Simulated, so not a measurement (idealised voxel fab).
Proc. module: voxel fin reveal
Section cut is 175 nm wide and gridded with 5 nm square cells.
If you're reading a cross-section in this doc, picture square cells in a grid; it comes to you as bands, top ones listed first down to the bottom, and a band can be one or more rows of cells.
Read a band's entry like this: the first values are the height of its top and the height of its bottom in nm, and what follows is the sequence of materials from left to right, each with its width in nm. Note that "empty" is empty space, and that a single material marked "all across" reaches across the band from edge to edge.
Heights are reckoned from 0. Under this level, the received wafer is all of one material. The bottommost band is open-ended downward, for example "0 nm and below".
Top row gets the first number, bottom row gets the second, and each row in between changes by the same step: that is how a band width like "30 to 40" works.
The designation "nothing changed", where it is given for a processing step, indicates that no cell of the cross-section was altered in the course of that step.
"Sealed voids" specifies each empty space that is not open to the top and that occupies no fewer than 8 cells, using the form width x height at distance, the distance measured from the left edge and all three quantities in nm.
The remark found on a step's line after its settings is issued by the simulator itself and pertains to that step.
The optional step-line setting "overlay nm" applies to steps with a mask and quantifies how far to the right of its planned location the mask lay, a negative value indicating leftward placement.

The planned process steps are enumerated hereunder
1 RECEIVE, material Si
2 CONFORMAL_DEP, material SiN, thk nm 10
3 MASKED_ETCH, tone cover, mask id FINS, width nm 15, pitch nm 40, etch materials SiN, depth nm 10, overlay nm 0
4 MASKED_ETCH, tone cover, mask id FINS, width nm 15, pitch nm 40, etch materials Si, depth nm 40, overlay nm 0
5 FILL_DEP, material SiO2, thk nm 5
6 CMP, height nm 10
7 SELECTIVE_ETCH, etch materials SiO2, depth nm 25
8 STRIP, etch materials SiN
9 CONFORMAL_DEP, material HfO2, thk nm 5

Wafer as received: cross-section following step 1
  0 nm and below = Si all across
  Sealed voids: none

The first of the two wafers as seen in cross-section once the module was finished; processing followed the plan
  5 nm to 0 nm = 55 of empty, 25 of HfO2, 15 of empty, 25 of HfO2, 55 of empty
  0 nm to -10 nm = 55 of empty, 5 of HfO2, 15 of Si, 5 of HfO2, 15 of empty, 5 of HfO2, 15 of Si, 5 of HfO2, 55 of empty
  -10 nm to -15 nm = 60 of HfO2, 15 of Si, 25 of HfO2, 15 of Si, 60 of HfO2
  -15 nm to -40 nm = 60 of SiO2, 15 of Si, 25 of SiO2, 15 of Si, 60 of SiO2
  -40 nm and below = Si all across
  Sealed voids: none

Now the second wafer, cross-sectioned at the end of the module. Nothing different at the start, nothing different in the plan compared with the first, just one mistake when it was actually run
  15 nm to 5 nm = 65 of HfO2, 5 of empty, 35 of HfO2, 5 of empty, 65 of HfO2
  5 nm to 0 nm = HfO2 all across
  0 nm to -40 nm = 60 of HfO2, 15 of Si, 25 of HfO2, 15 of Si, 60 of HfO2
  -40 nm and below = Si all across
  Sealed voids: none
What was the processing mistake? so step 5 ended up running with a different setting than we planned, it ran as FILL_DEP, material HfO2, thk nm 5
The closing comparison, in cells, has the second wafer with more or fewer of some materials than the first: 286 more of HfO2, 145 fewer of SiO2
